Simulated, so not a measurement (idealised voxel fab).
A process module follows: voxel capacitor over wiring.
The cross-section on display is named cut; it measures 265 nm wide, and its cells are 5 nm squares.
Cross-section, as written here: a square-cell grid given band by band from the top down, where a band holds one or more rows of cells.
Read a band's entry like this: the first values are the height of its top and the height of its bottom in nm, and what follows is the sequence of materials from left to right, each with its width in nm. Note that "empty" is empty space, and that a single material marked "all across" reaches across the band from edge to edge.
The reference from which all heights are counted is 0, the level beneath which the as-received wafer is entirely one material; the lowest band, having no lower bound, proceeds downward and is written after the example "0 nm and below".
Per-row width for "30->40": begins at first number (top row of band), ends at second number (bottom row), increment between rows held constant.
Step marked "nothing was modified"? Then no cell in the cross-section changed in it.
Empty spaces counting at least 8 cells and having no open way to the top are listed in "Voids lacking openings". The notation width x height at distance is used for each, the distance being from the left edge and all three values in nm.
Post-settings text on a step line: simulator's own remark regarding the step.
overlay nm: for a step with a mask, the amount by which the mask lay right of where it was planned; a negative amount means left of it.

### Process steps - plan
1) RECEIVE,material Si
2) CONFORMAL_DEP,material SiO2,thk nm 10
3) DIRECTIONAL_DEP,material TiN,thk nm 5
4) DIRECTIONAL_DEP,material Ru,thk nm 15
5) PATTERN,tone cover,mask id METAL_1,material resist,width nm 30,pitch nm 100,thk nm 15,overlay nm 0
6) DIRECTIONAL_ETCH,etch materials Ru,depth nm 15
7) DIRECTIONAL_ETCH,etch materials TiN,depth nm 5
8) STRIP,etch materials resist
9) FILL_DEP,material SiO2,thk nm 10
10) CMP,height nm 30
11) CONFORMAL_DEP,material SiCN,thk nm 5
12) DIRECTIONAL_DEP,material SiO2,thk nm 20
13) PATTERN,tone open,mask id PLUG_1,material resist,width nm 15,thk nm 20,overlay nm 0
14) DIRECTIONAL_ETCH,etch materials SiO2,depth nm 20
15) DIRECTIONAL_ETCH,etch materials SiCN,depth nm 5
16) STRIP,etch materials resist
17) CONFORMAL_DEP,material TiN,thk nm 5
18) FILL_DEP,material W,thk nm 5
19) CMP,height nm 55
20) DIRECTIONAL_DEP,material TiN,thk nm 10
21) DIRECTIONAL_DEP,material SiN,thk nm 5
22) DIRECTIONAL_DEP,material TiN,thk nm 5
23) DIRECTIONAL_DEP,material aC,thk nm 10
24) PATTERN,tone cover,mask id UPPER_PLATE,material resist,width nm 75,thk nm 30,overlay nm 0
25) DIRECTIONAL_ETCH,etch materials aC,depth nm 10
26) STRIP,etch materials resist
27) DIRECTIONAL_ETCH,etch materials TiN,depth nm 5
28) DIRECTIONAL_ETCH,etch materials SiN,depth nm 5
29) STRIP,etch materials aC
30) DIRECTIONAL_DEP,material aC,thk nm 15
31) PATTERN,tone cover,mask id LOWER_PLATE,material resist,width nm 85,thk nm 30,overlay nm 0
32) DIRECTIONAL_ETCH,etch materials aC,depth nm 15
33) STRIP,etch materials resist
34) DIRECTIONAL_ETCH,etch materials TiN,depth nm 10
35) STRIP,etch materials aC
36) FILL_DEP,material SiO2,thk nm 15
37) CMP,height nm 85
38) DIRECTIONAL_DEP,material aC,thk nm 15
39) PATTERN,tone open,mask id PLUG_2,material resist,width nm 15,thk nm 30,overlay nm 0
40) DIRECTIONAL_ETCH,etch materials aC,depth nm 15
41) STRIP,etch materials resist
42) DIRECTIONAL_ETCH,etch materials SiO2,depth nm 10
43) STRIP,etch materials aC
44) CONFORMAL_DEP,material TiN,thk nm 5
45) FILL_DEP,material Cu,thk nm 5
46) CMP,height nm 85
47) CONFORMAL_DEP,material SiN,thk nm 5

### Step 1 complete: cross-section of the wafer as received
	0 nm and below | Si all across
	Voids lacking openings: none

### Here's the cross-section of the first of our two wafers at the end of the module - it ran as planned
	90 nm to 85 nm | SiN all across
	85 nm to 80 nm | 90 of SiO2  5 of TiN  5 of Cu  5 of TiN  160 of SiO2
	80 nm to 70 nm | 90->80 of SiO2  15->75 of TiN  160->110 of SiO2
	70 nm to 65 nm | 80 of SiO2  75 of SiN  110 of SiO2
	65 nm to 55 nm | 75 of SiO2  85 of TiN  105 of SiO2
	55 nm to 35 nm | 80 of SiO2  5 of TiN  5 of W  5 of TiN  170 of SiO2
	35 nm to 30 nm | 80 of SiCN  15 of TiN  170 of SiCN
	30 nm to 15 nm | 65 of SiO2  30 of Ru  70 of SiO2  30 of Ru  70 of SiO2
	15 nm to 10 nm | 65 of SiO2  30 of TiN  70 of SiO2  30 of TiN  70 of SiO2
	10 nm to 0 nm | SiO2 all across
	0 nm and below | Si all across
	Voids lacking openings: none

### Cross-section at end of module for the second wafer of two, which matched the first in starting point and plan and differed by one mistake in its processing
	90 nm to 85 nm | SiN all across
	85 nm to 80 nm | 90 of SiO2  5 of TiN  5 of Cu  5 of TiN  160 of SiO2
	80 nm to 70 nm | 90->80 of SiO2  15->75 of TiN  160->110 of SiO2
	70 nm to 65 nm | 80 of SiO2  75 of SiN  110 of SiO2
	65 nm to 55 nm | 75 of SiO2  85 of TiN  105 of SiO2
	55 nm to 35 nm | 80 of SiO2  5 of TiN  5 of W  5 of TiN  170 of SiO2
	35 nm to 30 nm | 80 of SiCN  15 of TiN  170 of SiCN
	30 nm to 15 nm | 60 of SiO2  40 of Ru  60 of SiO2  40 of Ru  65 of SiO2
	15 nm to 10 nm | 60 of SiO2  40 of TiN  60 of SiO2  40 of TiN  65 of SiO2
	10 nm to 0 nm | SiO2 all across
	0 nm and below | Si all across
	Voids lacking openings: none
The plan and the run diverged here: the process deviated at step 5: the operation and settings actually run there were PATTERN,tone cover,mask id METAL_1,material resist,width nm 40,pitch nm 100,thk nm 15,overlay nm 0
Wrapping up, a cell-based count of both wafers puts the second over or under the first for these materials: Ru: 12 more; SiO2: 16 fewer; TiN: 4 more
